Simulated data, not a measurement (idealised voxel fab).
This is a process module. Its name is voxel released beams.
Shown is cross-section cut, with a width of 240 nm and square cells of size 5 nm.
Each cross-section below is a grid of square cells, stated as bands in top-down order, with one or more rows of cells making up each band.
Band: top height; bottom height; in nm. Then, left to right: material with width in nm, for each material. "edge to edge": a single material spanning edge to edge. "blank": empty space.
All heights in this document are referenced to 0, defined as the level beneath which the wafer, as received, consists entirely of one material. The lowest band is not bounded below; it extends indefinitely downward and is written in the form "0 and below".
When a width is written as two numbers, as in "30..40", the first number is the width in the top row of cells of the band and the second is the width in its bottom row, and the width changes by the same amount from each row to the next.
Any step labelled "nothing was modified" changed none of the cells in the cross-section.
Listed in "Closed void roster": every empty space of 8 or more cells without an open way to the top. Form: width x height at distance, the distance being from the left edge, all in nm.
Formally, on a step line, whatever follows the settings is a remark that the simulator itself makes on the step.
"overlay nm" on a masked step: distance the mask lay right of its planned place, negative for left.

Listed below are the process steps as planned
1,RECEIVE,material Si
2,CONFORMAL_DEP,material SiN,thk nm 5
3,DIRECTIONAL_DEP,material SiO2,thk nm 15
4,PATTERN,tone open,mask id ANCHOR,material resist,width nm 40,thk nm 15,overlay nm 0
5,DIRECTIONAL_ETCH,etch materials SiO2,depth nm 15
6,STRIP,etch materials resist
7,CONFORMAL_DEP,material TiN,thk nm 15
8,MASKED_ETCH,tone cover,mask id BEAM,width nm 85,etch materials TiN,depth nm 15,overlay nm 0
9,STRIP,etch materials SiO2

Received-state cross-section, reflecting completion of step 1
	0 and below | Si edge to edge
	Closed void roster: none

End-of-module cross-section of the first of two wafers, processed as planned
	35 down to 20 | 75 blank | 20 TiN | 10 blank | 55 TiN | 80 blank
	20 down to 5 | 80 blank | 40 TiN | 120 blank
	5 down to 0 | SiN edge to edge
	0 and below | Si edge to edge
	Closed void roster: none

second wafer at the end: like start, like plan, one mistake
	35 down to 25 | 75 blank | 20 TiN | 10 blank | 55 TiN | 80 blank
	25 down to 20 | 95 TiN | 10 blank | 135 TiN
	20 down to 5 | 80 SiO2 | 40 TiN | 120 SiO2
	5 down to 0 | SiN edge to edge
	0 and below | Si edge to edge
	Closed void roster: none
The plan and the run diverged here: step 8 changed vs plan, executed as MASKED_ETCH,tone cover,mask id BEAM,width nm 85,etch materials TiN,depth nm 10,overlay nm 0
The closing comparison, in cells, has the second wafer with more or fewer of some materials than the first: +120 SiO2; +31 TiN
